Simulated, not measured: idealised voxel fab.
The process module presented herein is designated voxel spacer lines.
Displayed cross-section: cut, width of 230 nm, square cells sized 5 nm.
For the purposes of this document, a cross-section shall be understood as a grid of square cells, specified as bands listed in top-to-bottom order, each band consisting of one or more rows of cells. Within each band entry, the heights of the top and of the bottom of the band appear first, in that order and in nm; the materials of the band then follow from left to right, each with its corresponding width in nm. The designation "edge to edge" on a single material indicates that it fills the band from edge to edge; the designation "empty" indicates empty space. Measure heights from 0. That's the level where, below it, the as-received wafer is all one material. The lowest band is bottomless and extends downward; write it as in "0 and below". It should be noted that a width expressed as "30 to 40" varies in equal increments from row to row of cells within the band, taking the value of the first number at the top row and that of the second number at the bottom row. "changes: none" after a step means that no cell of the cross-section changed. The entry titled "Encapsulated voids" provides the empty spaces that have no open way to the top, restricted to those of 8 cells or more. Each is presented as width x height at distance, the distance being measured from the left edge, with all three in nm. Whatever follows a step's settings on its line is a remark the simulator itself makes about that step. overlay nm: for a step with a mask, the amount by which the mask lay right of where it was planned; a negative amount means left of it.
Below is the list of planned process steps:
step 1: RECEIVE,material Si
step 2: CONFORMAL_DEP,material Al2O3,thk nm 5
step 3: DIRECTIONAL_DEP,material SiN,thk nm 15
step 4: DIRECTIONAL_DEP,material aC,thk nm 25
step 5: PATTERN,tone cover,mask id MANDREL,material resist,width nm 25,pitch nm 80,thk nm 30,overlay nm 0
step 6: DIRECTIONAL_ETCH,etch materials aC,depth nm 25
step 7: STRIP,etch materials resist
step 8: CONFORMAL_DEP,material SiO2,thk nm 15
step 9: DIRECTIONAL_ETCH,etch materials SiO2,depth nm 15
step 10: STRIP,etch materials aC
step 11: DIRECTIONAL_ETCH,etch materials SiN,depth nm 15
step 12: STRIP,etch materials SiO2
Wafer, first of two, run as planned:
As-received wafer cross-section (after step 1):
	0 and below  Si edge to edge
	Encapsulated voids: none
Once step 2 is through, the wafer looks like this in cross-section:
	5 down to 0  Al2O3 edge to edge
	Rest of section, below 0: as before.
Once step 3 is through, the wafer looks like this in cross-section:
	20 down to 5  SiN edge to edge
	Rest of section, below 5: as before.
Once step 4 is through, the wafer looks like this in cross-section:
	45 down to 20  aC edge to edge
	Rest of section, below 20: as before.
Once step 5 is through, the wafer looks like this in cross-section:
	75 down to 45  60 nm empty, then 25 nm resist, then 55 nm empty, then 25 nm resist, then 65 nm empty
	Rest of section, below 45: as before.
Once step 6 is through, the wafer looks like this in cross-section:
	50 down to 45  60 nm empty, then 25 nm resist, then 55 nm empty, then 25 nm resist, then 65 nm empty
	45 down to 20  60 nm empty, then 25 nm aC, then 55 nm empty, then 25 nm aC, then 65 nm empty
	Rest of section, below 20: as before.
Once step 7 is through, the wafer looks like this in cross-section:
	45 down to 20  60 nm empty, then 25 nm aC, then 55 nm empty, then 25 nm aC, then 65 nm empty
	Rest of section, below 20: as before.
Once step 8 is through, the wafer looks like this in cross-section:
	60 down to 45  45 nm empty, then 55 nm SiO2, then 25 nm empty, then 55 nm SiO2, then 50 nm empty
	45 down to 35  45 nm empty, then 15 nm SiO2, then 25 nm aC, then 15 nm SiO2, then 25 nm empty, then 15 nm SiO2, then 25 nm aC, then 15 nm SiO2, then 50 nm empty
	35 down to 20  60 nm SiO2, then 25 nm aC, then 55 nm SiO2, then 25 nm aC, then 65 nm SiO2
	Rest of section, below 20: as before.
Once step 9 is through, the wafer looks like this in cross-section:
	45 down to 20  45 nm empty, then 15 nm SiO2, then 25 nm aC, then 15 nm SiO2, then 25 nm empty, then 15 nm SiO2, then 25 nm aC, then 15 nm SiO2, then 50 nm empty
	Rest of section, below 20: as before.
Once step 10 is through, the wafer looks like this in cross-section:
	45 down to 20  45 nm empty, then 15 nm SiO2, then 25 nm empty, then 15 nm SiO2, then 25 nm empty, then 15 nm SiO2, then 25 nm empty, then 15 nm SiO2, then 50 nm empty
	Rest of section, below 20: as before.
Once step 11 is through, the wafer looks like this in cross-section:
	45 down to 20  45 nm empty, then 15 nm SiO2, then 25 nm empty, then 15 nm SiO2, then 25 nm empty, then 15 nm SiO2, then 25 nm empty, then 15 nm SiO2, then 50 nm empty
	20 down to 5  45 nm empty, then 15 nm SiN, then 25 nm empty, then 15 nm SiN, then 25 nm empty, then 15 nm SiN, then 25 nm empty, then 15 nm SiN, then 50 nm empty
	Rest of section, below 5: as before.
Once step 12 is through, the wafer looks like this in cross-section:
	20 down to 5  45 nm empty, then 15 nm SiN, then 25 nm empty, then 15 nm SiN, then 25 nm empty, then 15 nm SiN, then 25 nm empty, then 15 nm SiN, then 50 nm empty
	Rest of section, below 5: as before.
Second wafer, same starting conditions and recipe as the first, one mistake in executing it, nothing differs from the first up to and including step 4:
Here is the second wafer in cross-section at the point where step 5 of the plan should have been done:
	75 down to 45  65 nm empty, then 25 nm resist, then 55 nm empty, then 25 nm resist, then 60 nm empty
	Rest of section, below 45: as before.
Here is the second wafer in cross-section at the point where step 6 of the plan should have been done:
	50 down to 45  65 nm empty, then 25 nm resist, then 55 nm empty, then 25 nm resist, then 60 nm empty
	45 down to 20  65 nm empty, then 25 nm aC, then 55 nm empty, then 25 nm aC, then 60 nm empty
	Rest of section, below 20: as before.
Here is the second wafer in cross-section at the point where step 7 of the plan should have been done:
	45 down to 20  65 nm empty, then 25 nm aC, then 55 nm empty, then 25 nm aC, then 60 nm empty
	Rest of section, below 20: as before.
Here is the second wafer in cross-section at the point where step 8 of the plan should have been done:
	60 down to 45  50 nm empty, then 55 nm SiO2, then 25 nm empty, then 55 nm SiO2, then 45 nm empty
	45 down to 35  50 nm empty, then 15 nm SiO2, then 25 nm aC, then 15 nm SiO2, then 25 nm empty, then 15 nm SiO2, then 25 nm aC, then 15 nm SiO2, then 45 nm empty
	35 down to 20  65 nm SiO2, then 25 nm aC, then 55 nm SiO2, then 25 nm aC, then 60 nm SiO2
	Rest of section, below 20: as before.
Here is the second wafer in cross-section at the point where step 9 of the plan should have been done:
	45 down to 20  50 nm empty, then 15 nm SiO2, then 25 nm aC, then 15 nm SiO2, then 25 nm empty, then 15 nm SiO2, then 25 nm aC, then 15 nm SiO2, then 45 nm empty
	Rest of section, below 20: as before.
Here is the second wafer in cross-section at the point where step 10 of the plan should have been done:
	45 down to 20  50 nm empty, then 15 nm SiO2, then 25 nm empty, then 15 nm SiO2, then 25 nm empty, then 15 nm SiO2, then 25 nm empty, then 15 nm SiO2, then 45 nm empty
	Rest of section, below 20: as before.
Here is the second wafer in cross-section at the point where step 11 of the plan should have been done:
	45 down to 20  50 nm empty, then 15 nm SiO2, then 25 nm empty, then 15 nm SiO2, then 25 nm empty, then 15 nm SiO2, then 25 nm empty, then 15 nm SiO2, then 45 nm empty
	20 down to 5  50 nm empty, then 15 nm SiN, then 25 nm empty, then 15 nm SiN, then 25 nm empty, then 15 nm SiN, then 25 nm empty, then 15 nm SiN, then 45 nm empty
	Rest of section, below 5: as before.
Here is the second wafer in cross-section at the point where step 12 of the plan should have been done:
	20 down to 5  50 nm empty, then 15 nm SiN, then 25 nm empty, then 15 nm SiN, then 25 nm empty, then 15 nm SiN, then 25 nm empty, then 15 nm SiN, then 45 nm empty
	Rest of section, below 5: as before.
So what did we get wrong on this run? contrary to plan, step 5 was performed as PATTERN,tone cover,mask id MANDREL,material resist,width nm 25,pitch nm 80,thk nm 30,overlay nm 5
End check, second vs first wafer: material counts in cells match, positions do not.
